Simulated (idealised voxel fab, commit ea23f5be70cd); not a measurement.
The document below concerns the process module designated voxel wiring stack.
cross-section cut | 165 nm wide | cells 5 nm
Reading order for cross-sections: top band down to bottom band. Underlying form: a grid of square cells. Band size: one or more rows of cells. Each band's line starts with the height of the band's top and of its bottom, in nm. Then come its materials from left to right, each with its width in nm. One material with "all across" fills the band from edge to edge. "air" is empty space. Ref level 0: as-received wafer is one material below here. Bottom band extends down with no lower bound ("top 0, no bottom"). Width "30 to 40": first value at the band's top row of cells, second value at its bottom row, equal change from row to row. When a step is marked "identical to before", none of the cells in the cross-section changed during that step. Closed void register: empty space of 8 cells or more with no open way to the top, each as width x height at its distance from the left edge, in nm. Past the settings on a step's line: simulator remark, on that step. "overlay nm" denotes, for a step that has a mask, the displacement of the mask to the right of its planned place, with negative values corresponding to the left.

**The process steps that were planned are listed below**
1) RECEIVE with material Si
2) CONFORMAL_DEP with material SiO2, thk nm 10
3) CONFORMAL_DEP with material SiCN, thk nm 5
4) DIRECTIONAL_DEP with material lowk, thk nm 25
5) PATTERN with tone open, mask id METAL_1, material resist, width nm 20, pitch nm 45, thk nm 20, overlay nm 0
6) DIRECTIONAL_ETCH with etch materials lowk, depth nm 25
7) DIRECTIONAL_ETCH with etch materials SiCN, depth nm 5
8) STRIP with etch materials resist
9) CONFORMAL_DEP with material TiN, thk nm 5
10) FILL_DEP with material Ru, thk nm 5
11) CMP with height nm 40
12) EPI with material Ru, thk nm 5
13) FILL_DEP with material SiCN, thk nm 5
14) DIRECTIONAL_DEP with material SiO2, thk nm 35
15) MASKED_ETCH with tone open, mask id METAL_2_HOLES, width nm 15, pitch nm 45, etch materials SiO2, depth nm 35, overlay nm 0
16) MASKED_ETCH with tone open, mask id METAL_2, width nm 20, pitch nm 45, etch materials SiO2, depth nm 20, overlay nm 0
17) MASKED_ETCH with tone open, mask id METAL_2, width nm 20, pitch nm 45, etch materials SiCN, depth nm 5, overlay nm 0
18) CONFORMAL_DEP with material TiN, thk nm 5
19) FILL_DEP with material Cu, thk nm 10
20) CMP with height nm 85
21) CONFORMAL_DEP with material SiN, thk nm 5

**First of two wafers, processed according to plan**

**As-received state of the wafer in cross-section, equivalent to post-step 1**
* top 0, no bottom  Si all across
* Closed void register: none

**Once step 2 is through, the wafer looks like this in cross-section**
* top 10, bottom 0  SiO2 all across
* Everything under 0 stays put, no change at all.

**Once step 3 is through, the wafer looks like this in cross-section**
* top 15, bottom 10  SiCN all across
* Everything under 10 stays put, no change at all.

**Once step 4 is through, the wafer looks like this in cross-section**
* top 40, bottom 15  lowk all across
* Everything under 15 stays put, no change at all.

**Once step 5 is through, the wafer looks like this in cross-section**
* top 60, bottom 40  50 resist / 20 air / 25 resist / 20 air / 50 resist
* Everything under 40 stays put, no change at all.

**Once step 6 is through, the wafer looks like this in cross-section**
* top 60, bottom 40  50 resist / 20 air / 25 resist / 20 air / 50 resist
* top 40, bottom 15  50 lowk / 20 air / 25 lowk / 20 air / 50 lowk
* Everything under 15 stays put, no change at all.

**Once step 7 is through, the wafer looks like this in cross-section**
* top 60, bottom 40  50 resist / 20 air / 25 resist / 20 air / 50 resist
* top 40, bottom 15  50 lowk / 20 air / 25 lowk / 20 air / 50 lowk
* top 15, bottom 10  50 SiCN / 20 air / 25 SiCN / 20 air / 50 SiCN
* Everything under 10 stays put, no change at all.

**Once step 8 is through, the wafer looks like this in cross-section**
* top 40, bottom 15  50 lowk / 20 air / 25 lowk / 20 air / 50 lowk
* Everything under 15 stays put, no change at all.

**Once step 9 is through, the wafer looks like this in cross-section**
* top 45, bottom 40  55 TiN / 10 air / 35 TiN / 10 air / 55 TiN
* top 40, bottom 15  50 lowk / 5 TiN / 10 air / 5 TiN / 25 lowk / 5 TiN / 10 air / 5 TiN / 50 lowk
* top 15, bottom 10  50 SiCN / 20 TiN / 25 SiCN / 20 TiN / 50 SiCN
* Everything under 10 stays put, no change at all.

**Once step 10 is through, the wafer looks like this in cross-section**
* top 50, bottom 45  Ru all across
* top 45, bottom 40  55 TiN / 10 Ru / 35 TiN / 10 Ru / 55 TiN
* top 40, bottom 15  50 lowk / 5 TiN / 10 Ru / 5 TiN / 25 lowk / 5 TiN / 10 Ru / 5 TiN / 50 lowk
* Everything under 15 stays put, no change at all.

**Once step 11 is through, the wafer looks like this in cross-section**
* top 40, bottom 15  50 lowk / 5 TiN / 10 Ru / 5 TiN / 25 lowk / 5 TiN / 10 Ru / 5 TiN / 50 lowk
* Everything under 15 stays put, no change at all.

**Once step 12 is through, the wafer looks like this in cross-section**
* top 45, bottom 40  45 air / 30 Ru / 15 air / 30 Ru / 45 air
* Everything under 40 stays put, no change at all.

**Once step 13 is through, the wafer looks like this in cross-section**
* top 50, bottom 45  SiCN all across
* top 45, bottom 40  45 SiCN / 30 Ru / 15 SiCN / 30 Ru / 45 SiCN
* Everything under 40 stays put, no change at all.

**Once step 14 is through, the wafer looks like this in cross-section**
* top 85, bottom 50  SiO2 all across
* Everything under 50 stays put, no change at all.

**Once step 15 is through, the wafer looks like this in cross-section**
* top 85, bottom 50  50 SiO2 / 15 air / 30 SiO2 / 15 air / 55 SiO2
* Everything under 50 stays put, no change at all.

**Once step 16 is through, the wafer looks like this in cross-section**
* top 85, bottom 65  50 SiO2 / 20 air / 25 SiO2 / 20 air / 50 SiO2
* Everything under 65 stays put, no change at all.

**Once step 17 is through, the wafer looks like this in cross-section**
* top 85, bottom 65  50 SiO2 / 20 air / 25 SiO2 / 20 air / 50 SiO2
* top 65, bottom 50  50 SiO2 / 15 air / 30 SiO2 / 15 air / 55 SiO2
* top 50, bottom 45  50 SiCN / 15 air / 30 SiCN / 15 air / 55 SiCN
* Everything under 45 stays put, no change at all.

**Once step 18 is through, the wafer looks like this in cross-section**
* top 90, bottom 85  55 TiN / 10 air / 35 TiN / 10 air / 55 TiN
* top 85, bottom 70  50 SiO2 / 5 TiN / 10 air / 5 TiN / 25 SiO2 / 5 TiN / 10 air / 5 TiN / 50 SiO2
* top 70, bottom 65  50 SiO2 / 5 TiN / 5 air / 10 TiN / 25 SiO2 / 5 TiN / 5 air / 10 TiN / 50 SiO2
* top 65, bottom 50  50 SiO2 / 5 TiN / 5 air / 5 TiN / 30 SiO2 / 5 TiN / 5 air / 5 TiN / 55 SiO2
* top 50, bottom 45  50 SiCN / 15 TiN / 30 SiCN / 15 TiN / 55 SiCN
* Everything under 45 stays put, no change at all.

**Once step 19 is through, the wafer looks like this in cross-section**
* top 100, bottom 90  Cu all across
* top 90, bottom 85  55 TiN / 10 Cu / 35 TiN / 10 Cu / 55 TiN
* top 85, bottom 70  50 SiO2 / 5 TiN / 10 Cu / 5 TiN / 25 SiO2 / 5 TiN / 10 Cu / 5 TiN / 50 SiO2
* top 70, bottom 65  50 SiO2 / 5 TiN / 5 Cu / 10 TiN / 25 SiO2 / 5 TiN / 5 Cu / 10 TiN / 50 SiO2
* top 65, bottom 50  50 SiO2 / 5 TiN / 5 Cu / 5 TiN / 30 SiO2 / 5 TiN / 5 Cu / 5 TiN / 55 SiO2
* Everything under 50 stays put, no change at all.

**Once step 20 is through, the wafer looks like this in cross-section**
* top 85, bottom 70  50 SiO2 / 5 TiN / 10 Cu / 5 TiN / 25 SiO2 / 5 TiN / 10 Cu / 5 TiN / 50 SiO2
* Everything under 70 stays put, no change at all.

**Once step 21 is through, the wafer looks like this in cross-section**
* top 90, bottom 85  SiN all across
* Everything under 85 stays put, no change at all.

**Second Wafer (Identical Start and Plan, One Processing Error; Matches First Wafer Through Step 20)**

**Second wafer, cut view, end of step 21 per plan**
* top 100, bottom 85  SiN all across
* Everything under 85 stays put, no change at all.
Deviation from plan: step 21: run off-plan, actual operation and settings CONFORMAL_DEP with material SiN, thk nm 15
Bottom line after processing is that, in cells, the second wafer is up or down on some materials versus the first: SiN +66
